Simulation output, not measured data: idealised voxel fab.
process module | voxel released beams
cross-section cut | 205 nm wide | cells 5 nm
A cross-section is a grid of square cells, given in bands from the top down. A band is one or more rows of cells.
Each band's line starts with the height of the band's top and of its bottom, in nm. Then come its materials from left to right, each with its width in nm. One material with "throughout" fills the band from edge to edge. "air" is empty space.
Height 0 is the level under which the wafer as received is all one material. The lowest band goes on downwards, as in "0 down".
A width such as "30 to 40" changes by the same amount from each row of cells to the next, from the band's top row to its bottom row.
"no change" after a step means that no cell of the cross-section changed.
closed voids: empty space of 8 cells or more with no open way to the top, each as width x height at its distance from the left edge, in nm
after a step's settings: what the simulator itself notes on the step
overlay nm, on a step with a mask: how far to the right of its planned place the mask lay; to the left if negative
plan
1 op RECEIVE | material Si
2 op CONFORMAL_DEP | material Al2O3 | thk nm 10
3 op DIRECTIONAL_DEP | material SiO2 | thk nm 20
4 op PATTERN | tone open | mask id ANCHOR | material resist | width nm 35 | thk nm 20 | overlay nm 0
5 op DIRECTIONAL_ETCH | etch materials SiO2 | depth nm 20
6 op STRIP | etch materials resist
7 op CONFORMAL_DEP | material SiN | thk nm 10
8 op PATTERN | tone cover | mask id BEAM | material resist | width nm 110 | thk nm 15 | overlay nm 0
9 op DIRECTIONAL_ETCH | etch materials SiN | depth nm 10
10 op STRIP | etch materials resist
11 op STRIP | etch materials SiO2
first wafer, as planned
as received, after step 1
  0 down: Si throughout
  closed voids: none
after step 2
  10 to 0: Al2O3 throughout
  below 0: unchanged
after step 3
  30 to 10: SiO2 throughout
  below 10: unchanged
after step 4
  50 to 30: resist 50 | air 35 | resist 120
  below 30: unchanged
after step 5
  50 to 30: resist 50 | air 35 | resist 120
  30 to 10: SiO2 50 | air 35 | SiO2 120
  below 10: unchanged
after step 6
  30 to 10: SiO2 50 | air 35 | SiO2 120
  below 10: unchanged
after step 7
  40 to 30: SiN 60 | air 15 | SiN 130
  30 to 20: SiO2 50 | SiN 10 | air 15 | SiN 10 | SiO2 120
  20 to 10: SiO2 50 | SiN 35 | SiO2 120
  below 10: unchanged
after step 8
  55 to 40: air 45 | resist 110 | air 50
  40 to 30: SiN 60 | resist 15 | SiN 130
  30 to 20: SiO2 50 | SiN 10 | resist 15 | SiN 10 | SiO2 120
  below 20: unchanged
after step 9
  55 to 40: air 45 | resist 110 | air 50
  40 to 30: air 45 | SiN 15 | resist 15 | SiN 80 | air 50
  below 30: unchanged
after step 10
  40 to 30: air 45 | SiN 15 | air 15 | SiN 80 | air 50
  30 to 20: SiO2 50 | SiN 10 | air 15 | SiN 10 | SiO2 120
  below 20: unchanged
after step 11
  40 to 30: air 45 | SiN 15 | air 15 | SiN 80 | air 50
  30 to 20: air 50 | SiN 10 | air 15 | SiN 10 | air 120
  20 to 10: air 50 | SiN 35 | air 120
  below 10: unchanged
second wafer: like start, like plan, one mistake. Through step 7 it matches the first wafer
when step 8 should have ended
  55 to 40: air 55 | resist 110 | air 40
  40 to 30: SiN 60 | resist 15 | SiN 130
  30 to 20: SiO2 50 | SiN 10 | resist 15 | SiN 10 | SiO2 120
  below 20: unchanged
when step 9 should have ended
  55 to 40: air 55 | resist 110 | air 40
  40 to 30: air 55 | SiN 5 | resist 15 | SiN 90 | air 40
  below 30: unchanged
when step 10 should have ended
  40 to 30: air 55 | SiN 5 | air 15 | SiN 90 | air 40
  30 to 20: SiO2 50 | SiN 10 | air 15 | SiN 10 | SiO2 120
  below 20: unchanged
when step 11 should have ended
  40 to 30: air 55 | SiN 5 | air 15 | SiN 90 | air 40
  30 to 20: air 50 | SiN 10 | air 15 | SiN 10 | air 120
  20 to 10: air 50 | SiN 35 | air 120
  below 10: unchanged
what went wrong: step 8 ran as: op PATTERN | tone cover | mask id BEAM | material resist | width nm 110 | thk nm 15 | overlay nm 10
at the end the second wafer has, in cells: as many of each material as the first, in other places
